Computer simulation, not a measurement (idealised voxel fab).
Process module in this document: voxel lift off
We display cut, a cross-section 250 nm in width whose square cells are each 5 nm.
Notation: cross-section as square-cell grid; stated in bands, top first, going down; one or more cell rows per band.
The band entry comprises the height of the band's top followed by the height of its bottom, expressed in nm, and subsequently the band's materials from left to right, each stated together with its width in nm. Where a single material is marked with the word "full width", that material fills the band from edge to edge. The word "blank" represents empty space.
Heights are expressed relative to 0, this being the level below which the as-received wafer comprises one material exclusively. The lowest band is unbounded in the downward direction and is denoted as in "top 0, no bottom".
Read "30->40" as a graded width: first number on top, second number at the bottom, same change between each pair of neighbouring rows.
The designation "remains unaltered", where it is given for a processing step, indicates that no cell of the cross-section was altered in the course of that step.
Reported under the label "Fully enclosed voids" are the empty spaces having no open way to the top and comprising 8 cells or more; the notation for each is width x height at distance, in which the distance is measured from the left edge and all three values are in nm.
Where a step's line continues beyond its settings, the continuation is a remark by the simulator itself on that step.
The optional step-line setting "overlay nm" applies to steps with a mask and quantifies how far to the right of its planned location the mask lay, a negative value indicating leftward placement.
-- This section lists the process steps that were planned
1: RECEIVE [material Si]
2: CONFORMAL_DEP [material SiO2] [thk nm 15]
3: PATTERN [tone open] [mask id LINES] [material resist] [width nm 15] [pitch nm 30] [thk nm 25] [overlay nm 0]
4: DIRECTIONAL_DEP [material Ru] [thk nm 15]
5: STRIP [etch materials resist]
6: CONFORMAL_DEP [material SiCN] [thk nm 5]
-- Concerning the first of two wafers, which was run in accordance with the plan
-- Wafer as received: cross-section following step 1
> top 0, no bottom = Si full width
> Fully enclosed voids: none
-- Cross-section of the wafer after step 2
> top 15, bottom 0 = SiO2 full width
> Under the height 0 nothing was changed.
-- Cross-section of the wafer after step 3
> top 40, bottom 15 = resist (85)  blank (15)  resist (15)  blank (15)  resist (15)  blank (15)  resist (90)
> Under the height 15 nothing was changed.
-- Cross-section of the wafer after step 4
> top 55, bottom 40 = Ru (85)  blank (15)  Ru (15)  blank (15)  Ru (15)  blank (15)  Ru (90)
> top 40, bottom 30 = resist (85)  blank (15)  resist (15)  blank (15)  resist (15)  blank (15)  resist (90)
> top 30, bottom 15 = resist (85)  Ru (15)  resist (15)  Ru (15)  resist (15)  Ru (15)  resist (90)
> Under the height 15 nothing was changed.
-- Cross-section of the wafer after step 5
> top 30, bottom 15 = blank (85)  Ru (15)  blank (15)  Ru (15)  blank (15)  Ru (15)  blank (90)
> Under the height 15 nothing was changed.
-- Cross-section of the wafer after step 6
> top 35, bottom 30 = blank (80)  SiCN (25)  blank (5)  SiCN (25)  blank (5)  SiCN (25)  blank (85)
> top 30, bottom 20 = blank (80)  SiCN (5)  Ru (15)  SiCN (5)  blank (5)  SiCN (5)  Ru (15)  SiCN (5)  blank (5)  SiCN (5)  Ru (15)  SiCN (5)  blank (85)
> top 20, bottom 15 = SiCN (85)  Ru (15)  SiCN (15)  Ru (15)  SiCN (15)  Ru (15)  SiCN (90)
> Under the height 15 nothing was changed.
-- The second wafer was prepared from the same starting point and under the same plan as the first; its processing contained one mistake, and it remains indistinguishable from the first wafer up to and including step 3
Planned end of step 4: second wafer, cross-section: remains unaltered
-- Planned end of step 5: second wafer, cross-section
> top 15, bottom 0 = SiO2 full width
> Under the height 0 nothing was changed.
-- Planned end of step 6: second wafer, cross-section
> top 20, bottom 15 = SiCN full width
> Under the height 15 nothing was changed.
Which mistake was made when the wafer was run? step 4 was left out
FYI, end of process, the second wafer has more or fewer cells of some materials than the first: 27 fewer of Ru | 18 fewer of SiCN
